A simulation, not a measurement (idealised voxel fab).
Name of the process module below: voxel capacitor over wiring
Square cell edge 5 nm, section width 275 nm, ID cut.
Cross-section, as written here: a square-cell grid given band by band from the top down, where a band holds one or more rows of cells.
Each band's line starts with the height of the band's top and of its bottom, in nm. Then come its materials from left to right, each with its width in nm. One material with "full width" fills the band from edge to edge. "empty" is empty space.
Convention: height 0 is the level below which the wafer, as received, is all one material. The lowest band does not terminate at the bottom but continues downward, represented as "0 nm and below".
Per-row width for "30 to 40": begins at first number (top row of band), ends at second number (bottom row), increment between rows held constant.
Step note "nothing changed" = no cross-section cell changed.
"Closed cavities" means: voids of 8 cells or more that are shut off from the top with no open way through. Written width x height at distance, distance from the left edge, in nm.
On a step's line, text after the settings is the simulator commenting on that step.
If you see "overlay nm" on a step's line and that step has a mask, it's telling you how far right of where it was planned the mask ended up; a negative number means it went left instead.

Set out below are the planned steps of the process
step 1: RECEIVE,material Si
step 2: CONFORMAL_DEP,material SiO2,thk nm 15
step 3: DIRECTIONAL_DEP,material TiN,thk nm 5
step 4: DIRECTIONAL_DEP,material Ru,thk nm 25
step 5: PATTERN,tone cover,mask id METAL_1,material resist,width nm 20,pitch nm 100,thk nm 20,overlay nm 0
step 6: DIRECTIONAL_ETCH,etch materials Ru,depth nm 25
step 7: DIRECTIONAL_ETCH,etch materials TiN,depth nm 5
step 8: STRIP,etch materials resist
step 9: FILL_DEP,material lowk,thk nm 10
step 10: CMP,height nm 45
step 11: CONFORMAL_DEP,material SiCN,thk nm 5
step 12: DIRECTIONAL_DEP,material SiO2,thk nm 20
step 13: MASKED_ETCH,tone open,mask id PLUG_1,width nm 15,etch materials SiO2,depth nm 20,overlay nm 0
step 14: MASKED_ETCH,tone open,mask id PLUG_1,width nm 15,etch materials SiCN,depth nm 5,overlay nm 0
step 15: CONFORMAL_DEP,material TiN,thk nm 5
step 16: FILL_DEP,material W,thk nm 10
step 17: CMP,height nm 70
step 18: DIRECTIONAL_DEP,material TiN,thk nm 5
step 19: DIRECTIONAL_DEP,material SiN,thk nm 5
step 20: DIRECTIONAL_DEP,material TiN,thk nm 5
step 21: PATTERN,tone cover,mask id UPPER_PLATE,material resist,width nm 75,thk nm 15,overlay nm 0
step 22: DIRECTIONAL_ETCH,etch materials TiN,depth nm 5
step 23: DIRECTIONAL_ETCH,etch materials SiN,depth nm 5
step 24: STRIP,etch materials resist
step 25: MASKED_ETCH,tone cover,mask id LOWER_PLATE,width nm 85,etch materials TiN,depth nm 5,overlay nm 0
step 26: FILL_DEP,material SiO2,thk nm 20
step 27: CMP,height nm 100
step 28: DIRECTIONAL_DEP,material aC,thk nm 15
step 29: PATTERN,tone open,mask id PLUG_2,material resist,width nm 15,thk nm 35,overlay nm 0
step 30: DIRECTIONAL_ETCH,etch materials aC,depth nm 15
step 31: STRIP,etch materials resist
step 32: DIRECTIONAL_ETCH,etch materials SiO2,depth nm 15
step 33: STRIP,etch materials aC
step 34: CONFORMAL_DEP,material TiN,thk nm 5
step 35: FILL_DEP,material W,thk nm 10
step 36: CMP,height nm 100
step 37: CONFORMAL_DEP,material SiN,thk nm 5
The width nm used in step 5 is not the same on every wafer, whereas the starting condition is; the value printed in the plan is the first wafer's.

Cross-section of the first incoming wafer of several, state after step 1
> 0 nm and below | Si full width
> Closed cavities: none

The cross-section of the first of several wafers is given below for the end of the module, after its final step, step 37
> 105 nm to 100 nm | SiN full width
> 100 nm to 90 nm | 95 nm SiO2 | 5 nm TiN | 5 nm W | 5 nm TiN | 165 nm SiO2
> 90 nm to 80 nm | 95 to 85 nm SiO2 | 15 to 75 nm TiN | 165 to 115 nm SiO2
> 80 nm to 75 nm | 85 nm SiO2 | 75 nm SiN | 115 nm SiO2
> 75 nm to 70 nm | 80 nm SiO2 | 85 nm TiN | 110 nm SiO2
> 70 nm to 50 nm | 85 nm SiO2 | 5 nm TiN | 5 nm W | 5 nm TiN | 175 nm SiO2
> 50 nm to 45 nm | 85 nm SiCN | 15 nm TiN | 175 nm SiCN
> 45 nm to 20 nm | 75 nm lowk | 20 nm Ru | 80 nm lowk | 20 nm Ru | 80 nm lowk
> 20 nm to 15 nm | 75 nm lowk | 20 nm TiN | 80 nm lowk | 20 nm TiN | 80 nm lowk
> 15 nm to 0 nm | SiO2 full width
> 0 nm and below | Si full width
> Closed cavities: none

The module's end: a cross-section of the last wafer
> 105 nm to 100 nm | SiN full width
> 100 nm to 90 nm | 95 nm SiO2 | 5 nm TiN | 5 nm W | 5 nm TiN | 165 nm SiO2
> 90 nm to 80 nm | 95 to 85 nm SiO2 | 15 to 75 nm TiN | 165 to 115 nm SiO2
> 80 nm to 75 nm | 85 nm SiO2 | 75 nm SiN | 115 nm SiO2
> 75 nm to 70 nm | 80 nm SiO2 | 85 nm TiN | 110 nm SiO2
> 70 nm to 50 nm | 85 nm SiO2 | 5 nm TiN | 5 nm W | 5 nm TiN | 175 nm SiO2
> 50 nm to 45 nm | 85 nm SiCN | 15 nm TiN | 175 nm SiCN
> 45 nm to 20 nm | 65 nm lowk | 45 nm Ru | 55 nm lowk | 45 nm Ru | 65 nm lowk
> 20 nm to 15 nm | 65 nm lowk | 45 nm TiN | 55 nm lowk | 45 nm TiN | 65 nm lowk
> 15 nm to 0 nm | SiO2 full width
> 0 nm and below | Si full width
> Closed cavities: none

Table: wafers, a row each; end-of-module cell change per material since receipt, gain (+), loss (-); then closed voids
width nm 20, +40 Ru, +52 SiCN, +70 SiN, +647 SiO2, +58 TiN, +6 W, +282 lowk, Closed cavities: none
width nm 25, +50 Ru, +52 SiCN, +70 SiN, +647 SiO2, +60 TiN, +6 W, +270 lowk, Closed cavities: none
width nm 30, +60 Ru, +52 SiCN, +70 SiN, +647 SiO2, +62 TiN, +6 W, +258 lowk, Closed cavities: none
width nm 35, +70 Ru, +52 SiCN, +70 SiN, +647 SiO2, +64 TiN, +6 W, +246 lowk, Closed cavities: none
width nm 40, +80 Ru, +52 SiCN, +70 SiN, +647 SiO2, +66 TiN, +6 W, +234 lowk, Closed cavities: none
width nm 45, +90 Ru, +52 SiCN, +70 SiN, +647 SiO2, +68 TiN, +6 W, +222 lowk, Closed cavities: none
